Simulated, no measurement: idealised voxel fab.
process module | voxel air gaps
cross-section cut | 260 nm wide | cells 5 nm
A cross-section is a grid of square cells, given in bands from the top down. A band is one or more rows of cells.
Each band's line starts with the height of the band's top and of its bottom, in nm. Then come its materials from left to right, each with its width in nm. One material with "throughout" fills the band from edge to edge. "air" is empty space.
Height 0 is the level under which the wafer as received is all one material. The lowest band goes on downwards, as in "0 down".
A width such as "30 to 40" changes by the same amount from each row of cells to the next, from the band's top row to its bottom row.
"no change" after a step means that no cell of the cross-section changed.
closed voids: empty space of 8 cells or more with no open way to the top, each as width x height at its distance from the left edge, in nm
after a step's settings: what the simulator itself notes on the step
overlay nm, on a step with a mask: how far to the right of its planned place the mask lay; to the left if negative
plan
1 op RECEIVE | material Si
2 op CONFORMAL_DEP | material SiO2 | thk nm 10
3 op CONFORMAL_DEP | material SiCN | thk nm 5
4 op DIRECTIONAL_DEP | material SiO2 | thk nm 35
5 op DIRECTIONAL_DEP | material aC | thk nm 15
6 op PATTERN | tone open | mask id LINES | material resist | width nm 25 | pitch nm 50 | thk nm 35 | overlay nm 0
7 op DIRECTIONAL_ETCH | etch materials aC | depth nm 15
8 op STRIP | etch materials resist
9 op DIRECTIONAL_ETCH | etch materials SiO2 | depth nm 35
10 op STRIP | etch materials aC
11 op CONFORMAL_DEP | material TiN | thk nm 5
12 op FILL_DEP | material W | thk nm 10
13 op CMP | height nm 50
14 op EPI | material Ru | thk nm 10
15 op SELECTIVE_ETCH | etch materials SiO2 | depth nm 45
16 op CONFORMAL_DEP | material SiCN | thk nm 5
first wafer, as planned
as received, after step 1
  0 down: Si throughout
  closed voids: none
after step 2
  10 to 0: SiO2 throughout
  below 0: unchanged
after step 3
  15 to 10: SiCN throughout
  below 10: unchanged
after step 4
  50 to 15: SiO2 throughout
  below 15: unchanged
after step 5
  65 to 50: aC throughout
  below 50: unchanged
after step 6
  100 to 65: resist 40 | air 25 | resist 25 | air 25 | resist 25 | air 25 | resist 25 | air 25 | resist 45
  below 65: unchanged
after step 7
  85 to 65: resist 40 | air 25 | resist 25 | air 25 | resist 25 | air 25 | resist 25 | air 25 | resist 45
  65 to 50: aC 40 | air 25 | aC 25 | air 25 | aC 25 | air 25 | aC 25 | air 25 | aC 45
  below 50: unchanged
after step 8
  65 to 50: aC 40 | air 25 | aC 25 | air 25 | aC 25 | air 25 | aC 25 | air 25 | aC 45
  below 50: unchanged
after step 9
  65 to 50: aC 40 | air 25 | aC 25 | air 25 | aC 25 | air 25 | aC 25 | air 25 | aC 45
  50 to 15: SiO2 40 | air 25 | SiO2 25 | air 25 | SiO2 25 | air 25 | SiO2 25 | air 25 | SiO2 45
  below 15: unchanged
after step 10
  50 to 15: SiO2 40 | air 25 | SiO2 25 | air 25 | SiO2 25 | air 25 | SiO2 25 | air 25 | SiO2 45
  below 15: unchanged
after step 11
  55 to 50: TiN 45 | air 15 | TiN 35 | air 15 | TiN 35 | air 15 | TiN 35 | air 15 | TiN 50
  50 to 20: SiO2 40 | TiN 5 | air 15 | TiN 5 | SiO2 25 | TiN 5 | air 15 | TiN 5 | SiO2 25 | TiN 5 | air 15 | TiN 5 | SiO2 25 | TiN 5 | air 15 | TiN 5 | SiO2 45
  20 to 15: SiO2 40 | TiN 25 | SiO2 25 | TiN 25 | SiO2 25 | TiN 25 | SiO2 25 | TiN 25 | SiO2 45
  below 15: unchanged
after step 12
  65 to 55: W throughout
  55 to 50: TiN 45 | W 15 | TiN 35 | W 15 | TiN 35 | W 15 | TiN 35 | W 15 | TiN 50
  50 to 20: SiO2 40 | TiN 5 | W 15 | TiN 5 | SiO2 25 | TiN 5 | W 15 | TiN 5 | SiO2 25 | TiN 5 | W 15 | TiN 5 | SiO2 25 | TiN 5 | W 15 | TiN 5 | SiO2 45
  below 20: unchanged
after step 13
  50 to 20: SiO2 40 | TiN 5 | W 15 | TiN 5 | SiO2 25 | TiN 5 | W 15 | TiN 5 | SiO2 25 | TiN 5 | W 15 | TiN 5 | SiO2 25 | TiN 5 | W 15 | TiN 5 | SiO2 45
  below 20: unchanged
after step 14
  60 to 50: air 30 | Ru 45 | air 5 | Ru 45 | air 5 | Ru 45 | air 5 | Ru 45 | air 35
  below 50: unchanged
after step 15
  60 to 50: air 30 | Ru 45 | air 5 | Ru 45 | air 5 | Ru 45 | air 5 | Ru 45 | air 35
  50 to 20: air 40 | TiN 5 | W 15 | TiN 5 | air 25 | TiN 5 | W 15 | TiN 5 | air 25 | TiN 5 | W 15 | TiN 5 | air 25 | TiN 5 | W 15 | TiN 5 | air 45
  20 to 15: air 40 | TiN 25 | air 25 | TiN 25 | air 25 | TiN 25 | air 25 | TiN 25 | air 45
  below 15: unchanged
after step 16
  65 to 60: air 25 | SiCN 205 | air 30
  60 to 50: air 25 | SiCN 5 | Ru 45 | SiCN 5 | Ru 45 | SiCN 5 | Ru 45 | SiCN 5 | Ru 45 | SiCN 5 | air 30
  50 to 45: air 25 | SiCN 15 | TiN 5 | W 15 | TiN 5 | SiCN 25 | TiN 5 | W 15 | TiN 5 | SiCN 25 | TiN 5 | W 15 | TiN 5 | SiCN 25 | TiN 5 | W 15 | TiN 5 | SiCN 15 | air 30
  45 to 20: air 35 | SiCN 5 | TiN 5 | W 15 | TiN 5 | SiCN 5 | air 15 | SiCN 5 | TiN 5 | W 15 | TiN 5 | SiCN 5 | air 15 | SiCN 5 | TiN 5 | W 15 | TiN 5 | SiCN 5 | air 15 | SiCN 5 | TiN 5 | W 15 | TiN 5 | SiCN 5 | air 40
  20 to 15: SiCN 40 | TiN 25 | SiCN 25 | TiN 25 | SiCN 25 | TiN 25 | SiCN 25 | TiN 25 | SiCN 45
  below 15: unchanged
  closed voids: 15 x 25 at 70; 15 x 25 at 120; 15 x 25 at 170
second wafer: like start, like plan, one mistake. Through step 5 it matches the first wafer
when step 6 should have ended
  100 to 65: resist 30 | air 25 | resist 25 | air 25 | resist 25 | air 25 | resist 25 | air 25 | resist 55
  below 65: unchanged
when step 7 should have ended
  85 to 65: resist 30 | air 25 | resist 25 | air 25 | resist 25 | air 25 | resist 25 | air 25 | resist 55
  65 to 50: aC 30 | air 25 | aC 25 | air 25 | aC 25 | air 25 | aC 25 | air 25 | aC 55
  below 50: unchanged
when step 8 should have ended
  65 to 50: aC 30 | air 25 | aC 25 | air 25 | aC 25 | air 25 | aC 25 | air 25 | aC 55
  below 50: unchanged
when step 9 should have ended
  65 to 50: aC 30 | air 25 | aC 25 | air 25 | aC 25 | air 25 | aC 25 | air 25 | aC 55
  50 to 15: SiO2 30 | air 25 | SiO2 25 | air 25 | SiO2 25 | air 25 | SiO2 25 | air 25 | SiO2 55
  below 15: unchanged
when step 10 should have ended
  50 to 15: SiO2 30 | air 25 | SiO2 25 | air 25 | SiO2 25 | air 25 | SiO2 25 | air 25 | SiO2 55
  below 15: unchanged
when step 11 should have ended
  55 to 50: TiN 35 | air 15 | TiN 35 | air 15 | TiN 35 | air 15 | TiN 35 | air 15 | TiN 60
  50 to 20: SiO2 30 | TiN 5 | air 15 | TiN 5 | SiO2 25 | TiN 5 | air 15 | TiN 5 | SiO2 25 | TiN 5 | air 15 | TiN 5 | SiO2 25 | TiN 5 | air 15 | TiN 5 | SiO2 55
  20 to 15: SiO2 30 | TiN 25 | SiO2 25 | TiN 25 | SiO2 25 | TiN 25 | SiO2 25 | TiN 25 | SiO2 55
  below 15: unchanged
when step 12 should have ended
  65 to 55: W throughout
  55 to 50: TiN 35 | W 15 | TiN 35 | W 15 | TiN 35 | W 15 | TiN 35 | W 15 | TiN 60
  50 to 20: SiO2 30 | TiN 5 | W 15 | TiN 5 | SiO2 25 | TiN 5 | W 15 | TiN 5 | SiO2 25 | TiN 5 | W 15 | TiN 5 | SiO2 25 | TiN 5 | W 15 | TiN 5 | SiO2 55
  below 20: unchanged
when step 13 should have ended
  50 to 20: SiO2 30 | TiN 5 | W 15 | TiN 5 | SiO2 25 | TiN 5 | W 15 | TiN 5 | SiO2 25 | TiN 5 | W 15 | TiN 5 | SiO2 25 | TiN 5 | W 15 | TiN 5 | SiO2 55
  below 20: unchanged
when step 14 should have ended
  60 to 50: air 20 | Ru 45 | air 5 | Ru 45 | air 5 | Ru 45 | air 5 | Ru 45 | air 45
  below 50: unchanged
when step 15 should have ended
  60 to 50: air 20 | Ru 45 | air 5 | Ru 45 | air 5 | Ru 45 | air 5 | Ru 45 | air 45
  50 to 20: air 30 | TiN 5 | W 15 | TiN 5 | air 25 | TiN 5 | W 15 | TiN 5 | air 25 | TiN 5 | W 15 | TiN 5 | air 25 | TiN 5 | W 15 | TiN 5 | air 55
  20 to 15: air 30 | TiN 25 | air 25 | TiN 25 | air 25 | TiN 25 | air 25 | TiN 25 | air 55
  below 15: unchanged
when step 16 should have ended
  65 to 60: air 15 | SiCN 205 | air 40
  60 to 50: air 15 | SiCN 5 | Ru 45 | SiCN 5 | Ru 45 | SiCN 5 | Ru 45 | SiCN 5 | Ru 45 | SiCN 5 | air 40
  50 to 45: air 15 | SiCN 15 | TiN 5 | W 15 | TiN 5 | SiCN 25 | TiN 5 | W 15 | TiN 5 | SiCN 25 | TiN 5 | W 15 | TiN 5 | SiCN 25 | TiN 5 | W 15 | TiN 5 | SiCN 15 | air 40
  45 to 20: air 25 | SiCN 5 | TiN 5 | W 15 | TiN 5 | SiCN 5 | air 15 | SiCN 5 | TiN 5 | W 15 | TiN 5 | SiCN 5 | air 15 | SiCN 5 | TiN 5 | W 15 | TiN 5 | SiCN 5 | air 15 | SiCN 5 | TiN 5 | W 15 | TiN 5 | SiCN 5 | air 50
  20 to 15: SiCN 30 | TiN 25 | SiCN 25 | TiN 25 | SiCN 25 | TiN 25 | SiCN 25 | TiN 25 | SiCN 55
  below 15: unchanged
  closed voids: 15 x 25 at 60; 15 x 25 at 110; 15 x 25 at 160
what went wrong: step 6 ran as: op PATTERN | tone open | mask id LINES | material resist | width nm 25 | pitch nm 50 | thk nm 35 | overlay nm -10
at the end the second wafer has, in cells: as many of each material as the first, in other places
